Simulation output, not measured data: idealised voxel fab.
Process module heading - voxel capacitor over wiring
Displayed cross-section: cut, width of 205 nm, square cells sized 5 nm.
In this document a cross-section is written as a grid of square cells. It is given as a series of bands, listed from the top down, and a band is one or more rows of cells. Top, bottom (nm), then materials left to right with widths (nm); lone material tagged "throughout" fills the whole band edge to edge; "air" = empty space. Zero point of the height axis is 0; under it, received wafer = one material. Lowest band: continues down indefinitely, "0 nm and below". Width "30..40": first value at the band's top row of cells, second value at its bottom row, equal change from row to row. The designation "no change", where it is given for a processing step, indicates that no cell of the cross-section was altered in the course of that step. The list in "Voids, enclosed" covers empty spaces of 8 cells or more that cannot reach the top through any open way, and it gives each as width x height at distance; the distance is from the left edge, and width, height and distance are in nm. Anything after a step's settings on that line? It's the simulator's own note about the step. "overlay nm" denotes, for a step that has a mask, the displacement of the mask to the right of its planned place, with negative values corresponding to the left.

### Steps in the process plan
1: RECEIVE [material Si]
2: CONFORMAL_DEP [material SiO2] [thk nm 10]
3: CONFORMAL_DEP [material SiCN] [thk nm 5]
4: DIRECTIONAL_DEP [material SiO2] [thk nm 25]
5: PATTERN [tone open] [mask id METAL_1] [material resist] [width nm 20] [pitch nm 85] [thk nm 15] [overlay nm 0]
6: DIRECTIONAL_ETCH [etch materials SiO2] [depth nm 25]
7: DIRECTIONAL_ETCH [etch materials SiCN] [depth nm 5]
8: STRIP [etch materials resist]
9: CONFORMAL_DEP [material TiN] [thk nm 5]
10: FILL_DEP [material Cu] [thk nm 10]
11: CMP [height nm 40]
12: CONFORMAL_DEP [material SiCN] [thk nm 5]
13: DIRECTIONAL_DEP [material SiO2] [thk nm 20]
14: DIRECTIONAL_DEP [material aC] [thk nm 15]
15: PATTERN [tone open] [mask id PLUG_1] [material resist] [width nm 15] [thk nm 30] [overlay nm 0]
16: DIRECTIONAL_ETCH [etch materials aC] [depth nm 15]
17: STRIP [etch materials resist]
18: DIRECTIONAL_ETCH [etch materials SiO2] [depth nm 20]
19: DIRECTIONAL_ETCH [etch materials SiCN] [depth nm 5]
20: STRIP [etch materials aC]
21: EPI [material Ru] [thk nm 10]
22: EPI [material Ru] [thk nm 10]
23: EPI [material Ru] [thk nm 5]
24: DIRECTIONAL_DEP [material TiN] [thk nm 5]
25: DIRECTIONAL_DEP [material Al2O3] [thk nm 5]
26: DIRECTIONAL_DEP [material TiN] [thk nm 5]
27: MASKED_ETCH [tone cover] [mask id UPPER_PLATE] [width nm 70] [etch materials TiN] [depth nm 5] [overlay nm 0]
28: MASKED_ETCH [tone cover] [mask id UPPER_PLATE] [width nm 70] [etch materials Al2O3] [depth nm 5] [overlay nm 0]
29: MASKED_ETCH [tone cover] [mask id LOWER_PLATE] [width nm 80] [etch materials TiN] [depth nm 5] [overlay nm 0]
30: FILL_DEP [material SiO2] [thk nm 15]
31: CMP [height nm 90]
32: DIRECTIONAL_DEP [material aC] [thk nm 15]
33: PATTERN [tone open] [mask id PLUG_2] [material resist] [width nm 15] [thk nm 35] [overlay nm 0]
34: DIRECTIONAL_ETCH [etch materials aC] [depth nm 15]
35: STRIP [etch materials resist]
36: DIRECTIONAL_ETCH [etch materials SiO2] [depth nm 10]
37: STRIP [etch materials aC]
38: CONFORMAL_DEP [material TiN] [thk nm 5]
39: FILL_DEP [material Cu] [thk nm 5]
40: CMP [height nm 90]
41: CONFORMAL_DEP [material SiCN] [thk nm 5]

### Cross-section of the incoming wafer, state after step 1
	0 nm and below = Si throughout
	Voids, enclosed: none

### Look at the cross-section after the module: the wafer started out the way shown above and the plan was the one shown above, yet one mistake was made along the way
	95 nm to 90 nm = SiCN throughout
	90 nm to 85 nm = SiO2: 65 / TiN: 5 / Cu: 5 / TiN: 5 / SiO2: 125
	85 nm to 75 nm = SiO2: 65..55 / TiN: 15..70 / SiO2: 125..80
	75 nm to 70 nm = SiO2: 55 / Al2O3: 70 / SiO2: 80
	70 nm to 65 nm = SiCN throughout
	65 nm to 45 nm = SiO2: 55 / Ru: 15 / SiO2: 135
	45 nm to 40 nm = SiCN: 55 / Ru: 15 / SiCN: 135
	40 nm to 15 nm = SiO2: 50 / TiN: 5 / Cu: 10 / TiN: 5 / SiO2: 65 / TiN: 5 / Cu: 10 / TiN: 5 / SiO2: 50
	15 nm to 10 nm = SiCN: 50 / TiN: 20 / SiCN: 65 / TiN: 20 / SiCN: 50
	10 nm to 0 nm = SiO2 throughout
	0 nm and below = Si throughout
	Voids, enclosed: none
Processing error: step 24 was run on a setting that differed from the plan, and what really ran there is DIRECTIONAL_DEP [material SiCN] [thk nm 5]
